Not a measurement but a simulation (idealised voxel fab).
Process module heading - voxel wiring stack
For reference, the cross-section in this document is cut, with width 155 nm and square cells of 5 nm.
Cross-section = grid of square cells, listed top down in bands; band = one or more rows.
Band: top and bottom heights (nm) first, top before bottom; then materials from left to right, widths in nm. "throughout" marks a sole material filling the band edge to edge. "empty" denotes empty space.
Height is counted from the level 0, under which the received wafer is composed throughout of one material. The lowest of the bands is not closed at the bottom but continues downward, in the notation "0 nm and below".
Width: "30 to 40" (first number = top row, second number = bottom row, same change from row to row of cells).
Any step labelled "remained unchanged" changed none of the cells in the cross-section.
Each empty space that has no open way to the top and spans at least 8 cells appears under "Entrapped void list" as width x height at distance, the distance counted from the left edge, all in nm.
The remark found on a step's line after its settings is issued by the simulator itself and pertains to that step.
"overlay nm" answers the question of how far to the right of plan the mask lay on a step that has a mask, and when it is negative the answer is to the left.

### Below is the list of planned process steps
1 RECEIVE: material Si
2 CONFORMAL_DEP: material SiO2, thk nm 10
3 DIRECTIONAL_DEP: material TiN, thk nm 5
4 DIRECTIONAL_DEP: material Ru, thk nm 15
5 MASKED_ETCH: tone cover, mask id METAL_1, width nm 25, pitch nm 45, etch materials Ru, depth nm 15, overlay nm 0
6 MASKED_ETCH: tone cover, mask id METAL_1, width nm 25, pitch nm 45, etch materials TiN, depth nm 5, overlay nm 0
7 FILL_DEP: material lowk, thk nm 5
8 CMP: height nm 30
9 CONFORMAL_DEP: material SiCN, thk nm 5
10 DIRECTIONAL_DEP: material lowk, thk nm 10
11 MASKED_ETCH: tone open, mask id PLUG_1, width nm 15, pitch nm 45, etch materials lowk, depth nm 10, overlay nm 0
12 MASKED_ETCH: tone open, mask id PLUG_1, width nm 15, pitch nm 45, etch materials SiCN, depth nm 5, overlay nm 0
13 EPI: material Ru, thk nm 10
14 EPI: material Ru, thk nm 5
15 CONFORMAL_DEP: material SiCN, thk nm 5
16 DIRECTIONAL_DEP: material SiO2, thk nm 25
17 PATTERN: tone open, mask id METAL_2, material resist, width nm 25, pitch nm 45, thk nm 20, overlay nm 0
18 DIRECTIONAL_ETCH: etch materials SiO2, depth nm 25
19 DIRECTIONAL_ETCH: etch materials SiCN, depth nm 5
20 STRIP: etch materials resist
21 CONFORMAL_DEP: material TiN, thk nm 5
22 FILL_DEP: material Ru, thk nm 10
23 CMP: height nm 75
24 CONFORMAL_DEP: material SiCN, thk nm 5
25 DIRECTIONAL_DEP: material SiO2, thk nm 35
26 PATTERN: tone open, mask id METAL_3, material resist, width nm 25, pitch nm 45, thk nm 20, overlay nm 0
27 DIRECTIONAL_ETCH: etch materials SiO2, depth nm 20
28 STRIP: etch materials resist
29 MASKED_ETCH: tone open, mask id METAL_3_HOLES, width nm 15, pitch nm 90, etch materials SiO2, depth nm 15, overlay nm 0
30 MASKED_ETCH: tone open, mask id METAL_3_HOLES, width nm 15, pitch nm 90, etch materials SiCN, depth nm 5, overlay nm 0
31 CONFORMAL_DEP: material TiN, thk nm 5
32 FILL_DEP: material Cu, thk nm 5
33 CMP: height nm 115
34 CONFORMAL_DEP: material SiN, thk nm 5

### Wafer as received: cross-section following step 1
> 0 nm and below  Si throughout
> Entrapped void list: none

### Post-module cross-section: identical start and plan to those above, one misstep in execution
> 120 nm to 115 nm  SiN throughout
> 115 nm to 100 nm  SiO2 20, then TiN 5, then Cu 15, then TiN 5, then SiO2 20, then TiN 5, then Cu 15, then TiN 5, then SiO2 20, then TiN 5, then Cu 15, then TiN 5, then SiO2 20
> 100 nm to 95 nm  SiO2 20, then TiN 5, then Cu 5, then TiN 15, then SiO2 20, then TiN 25, then SiO2 20, then TiN 5, then Cu 5, then TiN 15, then SiO2 20
> 95 nm to 85 nm  SiO2 20, then TiN 5, then Cu 5, then TiN 5, then SiO2 75, then TiN 5, then Cu 5, then TiN 5, then SiO2 30
> 85 nm to 80 nm  SiO2 20, then TiN 15, then SiO2 75, then TiN 15, then SiO2 30
> 80 nm to 75 nm  SiCN 30, then TiN 5, then SiCN 85, then TiN 5, then SiCN 30
> 75 nm to 50 nm  SiO2 20, then TiN 5, then Ru 15, then TiN 5, then SiO2 20, then TiN 5, then Ru 15, then TiN 5, then SiO2 20, then TiN 5, then Ru 15, then TiN 5, then SiO2 20
> 50 nm to 45 nm  SiCN 20, then TiN 25, then SiCN 20, then TiN 25, then SiCN 20, then TiN 25, then SiCN 20
> 45 nm to 35 nm  lowk 20, then Ru 15, then lowk 30, then Ru 15, then lowk 30, then Ru 15, then lowk 30
> 35 nm to 30 nm  SiCN 20, then Ru 15, then SiCN 30, then Ru 15, then SiCN 30, then Ru 15, then SiCN 30
> 30 nm to 15 nm  lowk 20, then Ru 25, then lowk 20, then Ru 25, then lowk 20, then Ru 25, then lowk 20
> 15 nm to 10 nm  lowk 20, then TiN 25, then lowk 20, then TiN 25, then lowk 20, then TiN 25, then lowk 20
> 10 nm to 0 nm  SiO2 throughout
> 0 nm and below  Si throughout
> Entrapped void list: none
what went wrong: step 30 did not use the planned setting and instead ran as MASKED_ETCH: tone open, mask id METAL_3_HOLES, width nm 15, pitch nm 90, etch materials SiCN, depth nm 5, overlay nm 10
